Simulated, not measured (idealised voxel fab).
process module | voxel transistor to metal
cross-section cut | 160 nm wide | cells 5 nm
A cross-section is a grid of square cells, given in bands from the top down. A band is one or more rows of cells.
Each band's line starts with the height of the band's top and of its bottom, in nm. Then come its materials from left to right, each with its width in nm. One material with "throughout" fills the band from edge to edge. "air" is empty space.
Height 0 is the level under which the wafer as received is all one material. The lowest band goes on downwards, as in "0 down".
A width such as "30 to 40" changes by the same amount from each row of cells to the next, from the band's top row to its bottom row.
"no change" after a step means that no cell of the cross-section changed.
closed voids: empty space of 8 cells or more with no open way to the top, each as width x height at its distance from the left edge, in nm
after a step's settings: what the simulator itself notes on the step
overlay nm, on a step with a mask: how far to the right of its planned place the mask lay; to the left if negative
plan
1 op RECEIVE | material Si
2 op CONFORMAL_DEP | material SiO2 | thk nm 5
3 op CONFORMAL_DEP | material SiN | thk nm 15
4 op DIRECTIONAL_DEP | material aC | thk nm 10
5 op PATTERN | tone cover | mask id ACTIVE | material resist | width nm 90 | thk nm 30 | overlay nm 0
6 op DIRECTIONAL_ETCH | etch materials aC | depth nm 10
7 op STRIP | etch materials resist
8 op DIRECTIONAL_ETCH | etch materials SiN | depth nm 15
9 op DIRECTIONAL_ETCH | etch materials SiO2 | depth nm 5
10 op DIRECTIONAL_ETCH | etch materials Si | depth nm 35
11 op STRIP | etch materials aC
12 op FILL_DEP | material SiO2 | thk nm 5
13 op CMP | height nm 20
14 op SELECTIVE_ETCH | etch materials SiO2 | depth nm 10
15 op STRIP | etch materials SiN
16 op SELECTIVE_ETCH | etch materials SiO2 | depth nm 5
17 op OXIDIZE | depth nm 5
18 op DIRECTIONAL_DEP | material polySi | thk nm 20
19 op DIRECTIONAL_DEP | material SiCN | thk nm 10
20 op PATTERN | tone cover | mask id GATE | material resist | width nm 20 | thk nm 20 | overlay nm 0
21 op DIRECTIONAL_ETCH | etch materials SiCN | depth nm 20
22 op DIRECTIONAL_ETCH | etch materials polySi | depth nm 30
23 op STRIP | etch materials resist
24 op CONFORMAL_DEP | material SiN | thk nm 5
25 op DIRECTIONAL_ETCH | etch materials SiN | depth nm 5
26 op DIRECTIONAL_ETCH | etch materials SiO2 | depth nm 5
27 op DIRECTIONAL_ETCH | etch materials Si | depth nm 10
28 op EPI | material SiGe | thk nm 10
29 op FILL_DEP | material SiO2 | thk nm 10
30 op CMP | height nm 30
31 op DIRECTIONAL_DEP | material SiO2 | thk nm 15
32 op MASKED_ETCH | tone open | mask id CONTACT | width nm 15 | pitch nm 65 | etch materials SiO2 | depth nm 50 | overlay nm 0
33 op CONFORMAL_DEP | material TiN | thk nm 5
34 op FILL_DEP | material W | thk nm 5
35 op CMP | height nm 45
36 op DIRECTIONAL_DEP | material TiN | thk nm 5
37 op DIRECTIONAL_DEP | material Ru | thk nm 15
38 op MASKED_ETCH | tone cover | mask id METAL_1 | width nm 15 | pitch nm 65 | etch materials Ru | depth nm 15 | overlay nm 0
39 op MASKED_ETCH | tone cover | mask id METAL_1 | width nm 15 | pitch nm 65 | etch materials TiN | depth nm 5 | overlay nm 0
40 op FILL_DEP | material lowk | thk nm 5
41 op CMP | height nm 65
42 op CONFORMAL_DEP | material SiCN | thk nm 5
43 op DIRECTIONAL_DEP | material lowk | thk nm 25
44 op MASKED_ETCH | tone open | mask id METAL_2 | width nm 15 | pitch nm 65 | etch materials lowk | depth nm 15 | overlay nm 0
45 op PATTERN | tone open | mask id METAL_2_HOLES | material resist | width nm 15 | pitch nm 65 | thk nm 20 | overlay nm 0
46 op DIRECTIONAL_ETCH | etch materials lowk | depth nm 10
47 op DIRECTIONAL_ETCH | etch materials SiCN | depth nm 5
48 op STRIP | etch materials resist
49 op CONFORMAL_DEP | material TiN | thk nm 5
50 op FILL_DEP | material Cu | thk nm 10
51 op CMP | height nm 95
52 op CONFORMAL_DEP | material SiCN | thk nm 5
first wafer, as planned
as received, after step 1
  0 down: Si throughout
  closed voids: none
after step 2
  5 to 0: SiO2 throughout
  below 0: unchanged
after step 3
  20 to 5: SiN throughout
  below 5: unchanged
after step 4
  30 to 20: aC throughout
  below 20: unchanged
after step 5
  60 to 30: air 35 | resist 90 | air 35
  below 30: unchanged
after step 6
  50 to 30: air 35 | resist 90 | air 35
  30 to 20: air 35 | aC 90 | air 35
  below 20: unchanged
after step 7
  30 to 20: air 35 | aC 90 | air 35
  below 20: unchanged
after step 8
  30 to 20: air 35 | aC 90 | air 35
  20 to 5: air 35 | SiN 90 | air 35
  below 5: unchanged
after step 9
  30 to 20: air 35 | aC 90 | air 35
  20 to 5: air 35 | SiN 90 | air 35
  5 to 0: air 35 | SiO2 90 | air 35
  below 0: unchanged
after step 10
  30 to 20: air 35 | aC 90 | air 35
  20 to 5: air 35 | SiN 90 | air 35
  5 to 0: air 35 | SiO2 90 | air 35
  0 to -35: air 35 | Si 90 | air 35
  below -35: unchanged
after step 11
  20 to 5: air 35 | SiN 90 | air 35
  below 5: unchanged
after step 12
  25 to 20: SiO2 throughout
  20 to 5: SiO2 35 | SiN 90 | SiO2 35
  5 to 0: SiO2 throughout
  0 to -35: SiO2 35 | Si 90 | SiO2 35
  below -35: unchanged
after step 13
  20 to 5: SiO2 35 | SiN 90 | SiO2 35
  below 5: unchanged
after step 14
  20 to 10: air 35 | SiN 90 | air 35
  below 10: unchanged
after step 15
  10 to 5: SiO2 35 | air 90 | SiO2 35
  below 5: unchanged
after step 16
  5 to 0: SiO2 30 | air 100 | SiO2 30
  below 0: unchanged
after step 17
  5 to 0: SiO2 30 | air 100 | SiO2 30
  0 to -5: SiO2 throughout
  below -5: unchanged
after step 18
  25 to 20: polySi 30 | air 100 | polySi 30
  20 to 5: polySi throughout
  5 to 0: SiO2 30 | polySi 100 | SiO2 30
  below 0: unchanged
after step 19
  35 to 30: SiCN 30 | air 100 | SiCN 30
  30 to 25: SiCN throughout
  25 to 20: polySi 30 | SiCN 100 | polySi 30
  below 20: unchanged
after step 20
  55 to 35: air 70 | resist 20 | air 70
  35 to 30: SiCN 30 | air 40 | resist 20 | air 40 | SiCN 30
  below 30: unchanged
after step 21
  55 to 30: air 70 | resist 20 | air 70
  30 to 25: air 70 | SiCN 20 | air 70
  25 to 20: polySi 30 | air 40 | SiCN 20 | air 40 | polySi 30
  below 20: unchanged
after step 22
  55 to 30: air 70 | resist 20 | air 70
  30 to 20: air 70 | SiCN 20 | air 70
  20 to 5: air 70 | polySi 20 | air 70
  5 to 0: SiO2 30 | air 40 | polySi 20 | air 40 | SiO2 30
  below 0: unchanged
after step 23
  30 to 20: air 70 | SiCN 20 | air 70
  below 20: unchanged
after step 24
  35 to 30: air 65 | SiN 30 | air 65
  30 to 20: air 65 | SiN 5 | SiCN 20 | SiN 5 | air 65
  20 to 10: air 65 | SiN 5 | polySi 20 | SiN 5 | air 65
  10 to 5: SiN 35 | air 30 | SiN 5 | polySi 20 | SiN 5 | air 30 | SiN 35
  5 to 0: SiO2 30 | SiN 40 | polySi 20 | SiN 40 | SiO2 30
  below 0: unchanged
after step 25
  30 to 20: air 65 | SiN 5 | SiCN 20 | SiN 5 | air 65
  20 to 5: air 65 | SiN 5 | polySi 20 | SiN 5 | air 65
  5 to 0: SiO2 30 | SiN 5 | air 30 | SiN 5 | polySi 20 | SiN 5 | air 30 | SiN 5 | SiO2 30
  below 0: unchanged
after step 26
  30 to 20: air 65 | SiN 5 | SiCN 20 | SiN 5 | air 65
  20 to 5: air 65 | SiN 5 | polySi 20 | SiN 5 | air 65
  5 to 0: air 30 | SiN 5 | air 30 | SiN 5 | polySi 20 | SiN 5 | air 30 | SiN 5 | air 30
  0 to -5: SiO2 35 | air 30 | SiO2 30 | air 30 | SiO2 35
  below -5: unchanged
after step 27
  30 to 20: air 65 | SiN 5 | SiCN 20 | SiN 5 | air 65
  20 to 5: air 65 | SiN 5 | polySi 20 | SiN 5 | air 65
  5 to 0: air 30 | SiN 5 | air 30 | SiN 5 | polySi 20 | SiN 5 | air 30 | SiN 5 | air 30
  0 to -5: SiO2 35 | air 30 | SiO2 30 | air 30 | SiO2 35
  -5 to -15: SiO2 35 | air 30 | Si 30 | air 30 | SiO2 35
  below -15: unchanged
after step 28
  30 to 20: air 65 | SiN 5 | SiCN 20 | SiN 5 | air 65
  20 to 5: air 65 | SiN 5 | polySi 20 | SiN 5 | air 65
  5 to 0: air 30 | SiN 5 | air 20 | SiGe 10 | SiN 5 | polySi 20 | SiN 5 | SiGe 10 | air 20 | SiN 5 | air 30
  0 to -5: SiO2 35 | air 20 | SiGe 10 | SiO2 30 | SiGe 10 | air 20 | SiO2 35
  -5 to -15: SiO2 35 | SiGe 30 | Si 30 | SiGe 30 | SiO2 35
  below -15: unchanged
after step 29
  40 to 30: SiO2 throughout
  30 to 20: SiO2 65 | SiN 5 | SiCN 20 | SiN 5 | SiO2 65
  20 to 5: SiO2 65 | SiN 5 | polySi 20 | SiN 5 | SiO2 65
  5 to 0: SiO2 30 | SiN 5 | SiO2 20 | SiGe 10 | SiN 5 | polySi 20 | SiN 5 | SiGe 10 | SiO2 20 | SiN 5 | SiO2 30
  0 to -5: SiO2 55 | SiGe 10 | SiO2 30 | SiGe 10 | SiO2 55
  below -5: unchanged
after step 30
  30 to 20: SiO2 65 | SiN 5 | SiCN 20 | SiN 5 | SiO2 65
  below 20: unchanged
after step 31
  45 to 30: SiO2 throughout
  below 30: unchanged
after step 32
  45 to 30: SiO2 40 | air 15 | SiO2 50 | air 15 | SiO2 40
  30 to 20: SiO2 40 | air 15 | SiO2 10 | SiN 5 | SiCN 20 | SiN 5 | SiO2 10 | air 15 | SiO2 40
  20 to 5: SiO2 40 | air 15 | SiO2 10 | SiN 5 | polySi 20 | SiN 5 | SiO2 10 | air 15 | SiO2 40
  5 to 0: SiO2 30 | SiN 5 | SiO2 5 | air 15 | SiGe 10 | SiN 5 | polySi 20 | SiN 5 | SiGe 10 | air 15 | SiO2 5 | SiN 5 | SiO2 30
  0 to -5: SiO2 40 | air 15 | SiGe 10 | SiO2 30 | SiGe 10 | air 15 | SiO2 40
  below -5: unchanged
after step 33
  50 to 45: TiN 45 | air 5 | TiN 60 | air 5 | TiN 45
  45 to 30: SiO2 40 | TiN 5 | air 5 | TiN 5 | SiO2 50 | TiN 5 | air 5 | TiN 5 | SiO2 40
  30 to 20: SiO2 40 | TiN 5 | air 5 | TiN 5 | SiO2 10 | SiN 5 | SiCN 20 | SiN 5 | SiO2 10 | TiN 5 | air 5 | TiN 5 | SiO2 40
  20 to 5: SiO2 40 | TiN 5 | air 5 | TiN 5 | SiO2 10 | SiN 5 | polySi 20 | SiN 5 | SiO2 10 | TiN 5 | air 5 | TiN 5 | SiO2 40
  5 to 0: SiO2 30 | SiN 5 | SiO2 5 | TiN 5 | air 5 | TiN 5 | SiGe 10 | SiN 5 | polySi 20 | SiN 5 | SiGe 10 | TiN 5 | air 5 | TiN 5 | SiO2 5 | SiN 5 | SiO2 30
  0 to -5: SiO2 40 | TiN 15 | SiGe 10 | SiO2 30 | SiGe 10 | TiN 15 | SiO2 40
  below -5: unchanged
after step 34
  55 to 50: W throughout
  50 to 45: TiN 45 | W 5 | TiN 60 | W 5 | TiN 45
  45 to 30: SiO2 40 | TiN 5 | W 5 | TiN 5 | SiO2 50 | TiN 5 | W 5 | TiN 5 | SiO2 40
  30 to 20: SiO2 40 | TiN 5 | W 5 | TiN 5 | SiO2 10 | SiN 5 | SiCN 20 | SiN 5 | SiO2 10 | TiN 5 | W 5 | TiN 5 | SiO2 40
  20 to 5: SiO2 40 | TiN 5 | W 5 | TiN 5 | SiO2 10 | SiN 5 | polySi 20 | SiN 5 | SiO2 10 | TiN 5 | W 5 | TiN 5 | SiO2 40
  5 to 0: SiO2 30 | SiN 5 | SiO2 5 | TiN 5 | W 5 | TiN 5 | SiGe 10 | SiN 5 | polySi 20 | SiN 5 | SiGe 10 | TiN 5 | W 5 | TiN 5 | SiO2 5 | SiN 5 | SiO2 30
  below 0: unchanged
after step 35
  45 to 30: SiO2 40 | TiN 5 | W 5 | TiN 5 | SiO2 50 | TiN 5 | W 5 | TiN 5 | SiO2 40
  below 30: unchanged
after step 36
  50 to 45: TiN throughout
  below 45: unchanged
after step 37
  65 to 50: Ru throughout
  below 50: unchanged
after step 38
  65 to 50: air 40 | Ru 15 | air 50 | Ru 15 | air 40
  below 50: unchanged
after step 39
  65 to 50: air 40 | Ru 15 | air 50 | Ru 15 | air 40
  50 to 45: air 40 | TiN 15 | air 50 | TiN 15 | air 40
  below 45: unchanged
after step 40
  70 to 65: lowk throughout
  65 to 50: lowk 40 | Ru 15 | lowk 50 | Ru 15 | lowk 40
  50 to 45: lowk 40 | TiN 15 | lowk 50 | TiN 15 | lowk 40
  below 45: unchanged
after step 41
  65 to 50: lowk 40 | Ru 15 | lowk 50 | Ru 15 | lowk 40
  below 50: unchanged
after step 42
  70 to 65: SiCN throughout
  below 65: unchanged
after step 43
  95 to 70: lowk throughout
  below 70: unchanged
after step 44
  95 to 80: lowk 40 | air 15 | lowk 50 | air 15 | lowk 40
  below 80: unchanged
after step 45
  115 to 95: resist 40 | air 15 | resist 50 | air 15 | resist 40
  below 95: unchanged
after step 46
  115 to 95: resist 40 | air 15 | resist 50 | air 15 | resist 40
  95 to 70: lowk 40 | air 15 | lowk 50 | air 15 | lowk 40
  below 70: unchanged
after step 47
  115 to 95: resist 40 | air 15 | resist 50 | air 15 | resist 40
  95 to 70: lowk 40 | air 15 | lowk 50 | air 15 | lowk 40
  70 to 65: SiCN 40 | air 15 | SiCN 50 | air 15 | SiCN 40
  below 65: unchanged
after step 48
  95 to 70: lowk 40 | air 15 | lowk 50 | air 15 | lowk 40
  below 70: unchanged
after step 49
  100 to 95: TiN 45 | air 5 | TiN 60 | air 5 | TiN 45
  95 to 70: lowk 40 | TiN 5 | air 5 | TiN 5 | lowk 50 | TiN 5 | air 5 | TiN 5 | lowk 40
  70 to 65: SiCN 40 | TiN 15 | SiCN 50 | TiN 15 | SiCN 40
  below 65: unchanged
after step 50
  110 to 100: Cu throughout
  100 to 95: TiN 45 | Cu 5 | TiN 60 | Cu 5 | TiN 45
  95 to 70: lowk 40 | TiN 5 | Cu 5 | TiN 5 | lowk 50 | TiN 5 | Cu 5 | TiN 5 | lowk 40
  below 70: unchanged
after step 51
  95 to 70: lowk 40 | TiN 5 | Cu 5 | TiN 5 | lowk 50 | TiN 5 | Cu 5 | TiN 5 | lowk 40
  below 70: unchanged
after step 52
  100 to 95: SiCN throughout
  below 95: unchanged
second wafer: like start, like plan, one mistake. Through step 50 it matches the first wafer
when step 51 should have ended: no change
when step 52 should have ended
  115 to 110: SiCN throughout
  below 110: unchanged
what went wrong: step 51 was left out
at the end the second wafer has, in cells: 66 more of Cu | 30 more of TiN
